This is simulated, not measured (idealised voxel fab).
Proc. module: voxel self aligned contacts
Square cells of 5 nm make up the cross-section cut, whose width is 225 nm.
Cross-section spec: square-cell grid; bands listed top down; each band is one or more rows. Look at the band entry: it leads with the top's height and the bottom's height in nm. Then it lists the materials left to right, with a width in nm for each. The word "full width" on a single material says that material fills the band edge to edge. The word "empty" is empty space. Heights are expressed relative to 0, this being the level below which the as-received wafer comprises one material exclusively. The lowest band is unbounded in the downward direction and is denoted as in "0 -> down". A width given as "30->40" starts at the first number in the band's top row and ends at the second number in its bottom row, shifting by an equal amount at every step from row to row. Given "same as before" for a step, no cell of the cross-section differs between before and after that step. Empty spaces without an open route to the top, at least 8 cells in extent, make up the entry "Unvented voids"; each is given as width x height at distance, where the distance is measured from the left edge, and all are in nm. Whatever follows a step's settings on its line is a remark the simulator itself makes about that step. When a step includes a mask, the "overlay nm" setting on its line states how far to the right of its planned place that mask lay, and negative values state how far to the left.
[The process steps that were planned are listed below]
| 1 | RECEIVE | material Si |
| 2 | CONFORMAL_DEP | material SiO2 | thk nm 5 |
| 3 | DIRECTIONAL_DEP | material polySi | thk nm 30 |
| 4 | DIRECTIONAL_DEP | material SiN | thk nm 15 |
| 5 | DIRECTIONAL_DEP | material aC | thk nm 15 |
| 6 | PATTERN | tone cover | mask id GATE | material resist | width nm 30 | pitch nm 65 | thk nm 35 | overlay nm 0 |
| 7 | DIRECTIONAL_ETCH | etch materials aC | depth nm 15 |
| 8 | STRIP | etch materials resist |
| 9 | DIRECTIONAL_ETCH | etch materials SiN | depth nm 15 |
| 10 | DIRECTIONAL_ETCH | etch materials polySi | depth nm 30 |
| 11 | STRIP | etch materials aC |
| 12 | CONFORMAL_DEP | material SiN | thk nm 5 |
| 13 | DIRECTIONAL_ETCH | etch materials SiN | depth nm 5 |
| 14 | FILL_DEP | material SiO2 | thk nm 15 |
| 15 | CMP | height nm 55 |
| 16 | MASKED_ETCH | tone open | mask id CONTACT | width nm 45 | etch materials SiO2 | depth nm 55 | overlay nm 0 |
| 17 | CONFORMAL_DEP | material TiN | thk nm 5 |
| 18 | FILL_DEP | material W | thk nm 5 |
| 19 | CMP | height nm 55 |
| 20 | CONFORMAL_DEP | material SiN | thk nm 5 |
[Incoming wafer in cross-section (state: after step 1)]
    0 -> down: Si full width
    Unvented voids: none
[End-of-module XS, first of two wafers, run as planned]
    60 -> 55: SiN full width
    55 -> 50: SiO2 90 nm  TiN 15 nm  W 15 nm  TiN 15 nm  SiO2 90 nm
    50 -> 35: SiO2 60 nm  SiN 40 nm  TiN 5 nm  W 15 nm  TiN 5 nm  SiN 40 nm  SiO2 60 nm
    35 -> 5: SiO2 60 nm  SiN 5 nm  polySi 30 nm  SiN 5 nm  TiN 5 nm  W 15 nm  TiN 5 nm  SiN 5 nm  polySi 30 nm  SiN 5 nm  SiO2 60 nm
    5 -> 0: SiO2 100 nm  TiN 25 nm  SiO2 100 nm
    0 -> down: Si full width
    Unvented voids: none
[Wafer two (of two), end-of-module cross-section: start = wafer one, plan = wafer one, one run mistake]
    60 -> 55: SiN full width
    55 -> 50: W full width
    50 -> 35: SiN full width
    35 -> 5: polySi full width
    5 -> 0: SiO2 full width
    0 -> down: Si full width
    Unvented voids: none
Which mistake was made when the wafer was run? off-plan run, step 5, actual operation and settings DIRECTIONAL_DEP | material W | thk nm 15
The final cell counts differ between the wafers, with the second having more or fewer of some materials than the first: +63 SiN | -247 SiO2 | -29 TiN | +15 W | +198 polySi
